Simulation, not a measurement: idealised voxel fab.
process module | voxel transistor to metal
cross-section cut | 195 nm wide | cells 5 nm
A cross-section is a grid of square cells, given in bands from the top down. A band is one or more rows of cells.
Each band's line starts with the height of the band's top and of its bottom, in nm. Then come its materials from left to right, each with its width in nm. One material with "throughout" fills the band from edge to edge. "air" is empty space.
Height 0 is the level under which the wafer as received is all one material. The lowest band goes on downwards, as in "0 down".
A width such as "30 to 40" changes by the same amount from each row of cells to the next, from the band's top row to its bottom row.
"no change" after a step means that no cell of the cross-section changed.
closed voids: empty space of 8 cells or more with no open way to the top, each as width x height at its distance from the left edge, in nm
after a step's settings: what the simulator itself notes on the step
overlay nm, on a step with a mask: how far to the right of its planned place the mask lay; to the left if negative
plan
1 op RECEIVE | material Si
2 op OXIDIZE | depth nm 5
3 op CONFORMAL_DEP | material SiN | thk nm 10
4 op PATTERN | tone cover | mask id ACTIVE | material resist | width nm 115 | thk nm 20 | overlay nm 0
5 op DIRECTIONAL_ETCH | etch materials SiN | depth nm 10
6 op DIRECTIONAL_ETCH | etch materials SiO2 | depth nm 5
7 op DIRECTIONAL_ETCH | etch materials Si | depth nm 35
8 op STRIP | etch materials resist
9 op FILL_DEP | material SiO2 | thk nm 5
10 op CMP | height nm 10
11 op SELECTIVE_ETCH | etch materials SiO2 | depth nm 10
12 op STRIP | etch materials SiN
13 op SELECTIVE_ETCH | etch materials SiO2 | depth nm 5
14 op OXIDIZE | depth nm 5
15 op DIRECTIONAL_DEP | material polySi | thk nm 20
16 op DIRECTIONAL_DEP | material SiCN | thk nm 10
17 op MASKED_ETCH | tone cover | mask id GATE | width nm 25 | etch materials SiCN | depth nm 20 | overlay nm 0
18 op MASKED_ETCH | tone cover | mask id GATE | width nm 25 | etch materials polySi | depth nm 30 | overlay nm 0
19 op CONFORMAL_DEP | material SiN | thk nm 10
20 op DIRECTIONAL_ETCH | etch materials SiN | depth nm 10
21 op DIRECTIONAL_ETCH | etch materials SiO2 | depth nm 5
22 op DIRECTIONAL_ETCH | etch materials Si | depth nm 10
23 op EPI | material SiGe | thk nm 10
24 op FILL_DEP | material SiO2 | thk nm 5
25 op CMP | height nm 15
26 op STRIP | etch materials polySi
27 op SELECTIVE_ETCH | etch materials SiO2 | depth nm 5
28 op CONFORMAL_DEP | material HfO2 | thk nm 5
29 op CONFORMAL_DEP | material TiN | thk nm 5
30 op FILL_DEP | material W | thk nm 10
31 op CMP | height nm 10
32 op DIRECTIONAL_DEP | material SiO2 | thk nm 15
33 op MASKED_ETCH | tone open | mask id CONTACT | width nm 20 | pitch nm 75 | etch materials SiO2 | depth nm 35 | overlay nm 0
34 op CONFORMAL_DEP | material TiN | thk nm 5
35 op FILL_DEP | material W | thk nm 10
36 op CMP | height nm 25
37 op DIRECTIONAL_DEP | material TiN | thk nm 5
38 op DIRECTIONAL_DEP | material W | thk nm 20
39 op PATTERN | tone cover | mask id METAL_1 | material resist | width nm 20 | pitch nm 75 | thk nm 15 | overlay nm 0
40 op DIRECTIONAL_ETCH | etch materials W | depth nm 20
41 op DIRECTIONAL_ETCH | etch materials TiN | depth nm 5
42 op STRIP | etch materials resist
43 op CONFORMAL_DEP | material SiN | thk nm 5
44 op FILL_DEP | material lowk | thk nm 5
45 op CMP | height nm 50
46 op CONFORMAL_DEP | material SiCN | thk nm 5
as received, after step 1
  0 down: Si throughout
  closed voids: none
first wafer at the end, as planned
  55 to 50: SiCN throughout
  50 to 30: lowk 45 | SiN 5 | W 20 | SiN 5 | lowk 45 | SiN 5 | W 20 | SiN 5 | lowk 45
  30 to 25: SiN 50 | TiN 20 | SiN 55 | TiN 20 | SiN 50
  25 to 10: SiO2 50 | TiN 5 | W 10 | TiN 5 | SiO2 55 | TiN 5 | W 10 | TiN 5 | SiO2 50
  10 to 0: SiO2 50 | TiN 5 | W 10 to 5 | TiN 5 to 10 | SiO2 5 | SiN 10 | HfO2 5 | TiN 5 | W 5 | TiN 5 | HfO2 5 | SiN 10 | SiO2 5 | TiN 5 to 10 | W 10 to 5 | TiN 5 | SiO2 50
  0 to -5: SiO2 50 | TiN 5 | W 5 | TiN 5 | SiGe 10 | SiN 10 | HfO2 5 | TiN 15 | HfO2 5 | SiN 10 | SiGe 10 | TiN 5 | W 5 | TiN 5 | SiO2 50
  -5 to -10: SiO2 50 | TiN 15 | SiGe 10 | SiO2 5 | HfO2 35 | SiO2 5 | SiGe 10 | TiN 15 | SiO2 50
  -10 to -20: SiO2 40 | SiGe 35 | Si 45 | SiGe 35 | SiO2 40
  -20 to -40: SiO2 40 | Si 115 | SiO2 40
  -40 down: Si throughout
  closed voids: none
second wafer at the end: like start, like plan, one mistake
  55 to 50: SiCN throughout
  50 to 30: lowk 45 | SiN 5 | W 20 | SiN 5 | lowk 45 | SiN 5 | W 20 | SiN 5 | lowk 45
  30 to 25: SiN 50 | TiN 20 | SiN 55 | TiN 20 | SiN 50
  25 to 10: SiO2 50 | TiN 5 | W 10 | TiN 5 | SiO2 55 | TiN 5 | W 10 | TiN 5 | SiO2 50
  10 to 0: SiO2 50 | TiN 5 | W 10 to 5 | TiN 5 to 10 | SiO2 5 | SiN 10 | HfO2 5 | TiN 5 | W 5 | TiN 5 | HfO2 5 | SiN 10 | SiO2 5 | TiN 5 to 10 | W 10 to 5 | TiN 5 | SiO2 50
  0 to -5: SiO2 50 | TiN 5 | W 5 | TiN 5 | SiGe 10 | SiN 10 | HfO2 5 | TiN 15 | HfO2 5 | SiN 10 | SiGe 10 | TiN 5 | W 5 | TiN 5 | SiO2 50
  -5 to -10: SiO2 50 | TiN 15 | SiGe 10 | SiO2 5 | HfO2 35 | SiO2 5 | SiGe 10 | TiN 15 | SiO2 50
  -10 to -20: SiO2 40 | SiGe 35 | Si 45 | SiGe 35 | SiO2 40
  -20 to -75: SiO2 40 | Si 115 | SiO2 40
  -75 down: Si throughout
  closed voids: none
what went wrong: step 7 was run twice
at the end the second wafer has, in cells: 112 fewer of Si | 112 more of SiO2
